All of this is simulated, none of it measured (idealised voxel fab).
Presented below is a process module, voxel air gaps.
Square cells of 5 nm make up the cross-section cut, whose width is 240 nm.
Each cross-section below is a grid of square cells, stated as bands in top-down order, with one or more rows of cells making up each band. It is stipulated that each band's entry specify, in nanometres, the height of the top of the band and then that of its bottom, followed by the materials of the band in left-to-right sequence, each together with its width in nanometres. A single material marked by the word "everywhere" is understood to fill the band from edge to edge; the word "empty" is understood to denote empty space. For the purposes of this specification, 0 denotes the height below which the wafer in its as-received condition is composed wholly of one material, and the lowermost band, lacking a lower limit, extends downward without end, as expressed in "0..down". The notation "30 to 40" denotes a width that varies across the rows of cells in the band, beginning at the first number in the top row, finishing at the second number in the bottom row, and changing by an identical amount from each row to the next. Any step labelled "nothing different" changed none of the cells in the cross-section. Listed in "Enclosed voids": every empty space of 8 or more cells without an open way to the top. Form: width x height at distance, the distance being from the left edge, all in nm. On each step's line, the part that comes after the settings is the simulator's own comment on the step. "overlay nm" on a masked step: distance the mask lay right of its planned place, negative for left.

HERE'S WHAT THE PLANNED PROCESS STEPS LOOK LIKE
1. RECEIVE,material Si
2. CONFORMAL_DEP,material SiO2,thk nm 15
3. CONFORMAL_DEP,material SiCN,thk nm 5
4. DIRECTIONAL_DEP,material SiO2,thk nm 40
5. DIRECTIONAL_DEP,material aC,thk nm 10
6. PATTERN,tone open,mask id LINES,material resist,width nm 25,pitch nm 50,thk nm 30,overlay nm 0
7. DIRECTIONAL_ETCH,etch materials aC,depth nm 10
8. STRIP,etch materials resist
9. DIRECTIONAL_ETCH,etch materials SiO2,depth nm 40
10. STRIP,etch materials aC
11. CONFORMAL_DEP,material TiN,thk nm 5
12. FILL_DEP,material Ru,thk nm 5
13. CMP,height nm 60
14. EPI,material Ru,thk nm 10
15. SELECTIVE_ETCH,etch materials SiO2,depth nm 50
16. CONFORMAL_DEP,material SiCN,thk nm 5

WAFER CROSS-SECTION ON RECEIPT, I.E. AFTER STEP 1
* 0..down = Si everywhere
* Enclosed voids: none

HERE'S THE WAFER CUT IN CROSS-SECTION AFTER THE MODULE, STARTED AND PLANNED JUST LIKE ABOVE, EXCEPT ONE THING WAS DONE WRONG IN THE RUN
* 85..80 = empty=30 | SiCN=175 | empty=35
* 80..60 = empty=30 | SiCN=5 | Ru=165 | SiCN=5 | empty=35
* 60..55 = empty=30 | SiCN=25 | TiN=5 | Ru=15 | TiN=5 | SiO2=25 | TiN=5 | Ru=15 | TiN=5 | SiO2=25 | TiN=5 | Ru=15 | TiN=5 | SiCN=25 | empty=35
* 55..25 = empty=50 | SiCN=5 | TiN=5 | Ru=15 | TiN=5 | SiO2=25 | TiN=5 | Ru=15 | TiN=5 | SiO2=25 | TiN=5 | Ru=15 | TiN=5 | SiCN=5 | empty=55
* 25..20 = SiCN=55 | TiN=25 | SiO2=25 | TiN=25 | SiO2=25 | TiN=25 | SiCN=60
* 20..15 = SiCN everywhere
* 15..0 = SiO2 everywhere
* 0..down = Si everywhere
* Enclosed voids: none
What was the processing mistake? step 14 of the plan was performed twice
